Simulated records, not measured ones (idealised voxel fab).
The following process module bears the name voxel local oxidation.
For reference, the cross-section in this document is cut, with width 160 nm and square cells of 5 nm.
Just so we're on the same page, the cross-sections are grids of square cells, and they're listed out in bands top to bottom, each band one or more rows deep. What a band's entry tells you: where the top is and where the bottom is, as heights in nm, and after that what lies inside, material by material from left to right, each with its width in nm. Empty space is written as the word "empty", and a single material marked with the word "everywhere" occupies the band from edge to edge. The level at which height equals 0 is the one under which the wafer, as it arrives, is entirely one material. No lower edge exists for the bottom band, which continues downward and is notated as in "0..down". When a width is written as two numbers, as in "30 to 40", the first number is the width in the top row of cells of the band and the second is the width in its bottom row, and the width changes by the same amount from each row to the next. "nothing was modified" (step): cross-section cells unchanged, all of them. Voids not open to the top, 8 cells minimum: see "Voids, fully enclosed". Written width x height at distance; distance is from the left edge; nm. That trailing text on a step's line, after the settings, is the simulator's own remark on the step. Regarding "overlay nm": on a step with a mask, it is the distance the mask lay to the right of its planned place; a negative value places it to the left.

**Steps planned for the process**
1) RECEIVE, material Si
2) CONFORMAL_DEP, material SiO2, thk nm 5
3) CONFORMAL_DEP, material SiN, thk nm 15
4) PATTERN, tone cover, mask id ACTIVE, material resist, width nm 115, thk nm 20, overlay nm 0
5) DIRECTIONAL_ETCH, etch materials SiN, depth nm 15
6) STRIP, etch materials resist
7) SELECTIVE_ETCH, etch materials SiO2, depth nm 5
8) OXIDIZE, depth nm 15
9) STRIP, etch materials SiN

**Wafer, first of two, run as planned**

**Here's what the wafer looked like in cross-section when it arrived - that's after step 1**
- 0..down: Si everywhere
- Voids, fully enclosed: none

**Wafer after step 2 (cross-section)**
- 5..0: SiO2 everywhere
- Lower than 0, everything is as it was.

**Wafer after step 3 (cross-section)**
- 20..5: SiN everywhere
- Lower than 5, everything is as it was.

**Wafer after step 4 (cross-section)**
- 40..20: empty 20 / resist 115 / empty 25
- Lower than 20, everything is as it was.

**Wafer after step 5 (cross-section)**
- 40..20: empty 20 / resist 115 / empty 25
- 20..5: empty 20 / SiN 115 / empty 25
- Lower than 5, everything is as it was.

**Wafer after step 6 (cross-section)**
- 20..5: empty 20 / SiN 115 / empty 25
- Lower than 5, everything is as it was.

**Wafer after step 7 (cross-section)**
- 20..5: empty 20 / SiN 115 / empty 25
- 5..0: empty 25 / SiO2 105 / empty 30
- Lower than 0, everything is as it was.

**Wafer after step 8 (cross-section)**
- 20..5: empty 20 / SiN 115 / empty 25
- 5..0: empty 25 / SiO2 105 / empty 30
- 0..-15: SiO2 40 / Si 75 / SiO2 45
- Lower than -15, everything is as it was.

**Wafer after step 9 (cross-section)**
- 5..0: empty 25 / SiO2 105 / empty 30
- Lower than 0, everything is as it was.

**Here the second wafer is described. Its start and its plan were those of the first wafer. Its run contained one mistake. Up to and including step 3, it did exactly what the first wafer did**

**What the second wafer looks like in cross-section when step 4 should have wrapped up**
- 40..20: empty 30 / resist 115 / empty 15
- Lower than 20, everything is as it was.

**What the second wafer looks like in cross-section when step 5 should have wrapped up**
- 40..20: empty 30 / resist 115 / empty 15
- 20..5: empty 30 / SiN 115 / empty 15
- Lower than 5, everything is as it was.

**What the second wafer looks like in cross-section when step 6 should have wrapped up**
- 20..5: empty 30 / SiN 115 / empty 15
- Lower than 5, everything is as it was.

**What the second wafer looks like in cross-section when step 7 should have wrapped up**
- 20..5: empty 30 / SiN 115 / empty 15
- 5..0: empty 35 / SiO2 105 / empty 20
- Lower than 0, everything is as it was.

**What the second wafer looks like in cross-section when step 8 should have wrapped up**
- 20..5: empty 30 / SiN 115 / empty 15
- 5..0: empty 35 / SiO2 105 / empty 20
- 0..-15: SiO2 50 / Si 75 / SiO2 35
- Lower than -15, everything is as it was.

**What the second wafer looks like in cross-section when step 9 should have wrapped up**
- 5..0: empty 35 / SiO2 105 / empty 20
- Lower than 0, everything is as it was.
Processing error: step 4 off recipe, ran as PATTERN, tone cover, mask id ACTIVE, material resist, width nm 115, thk nm 20, overlay nm 10
By the end, you'd get the same cell count for each material on either wafer, but the second wafer puts them somewhere else.
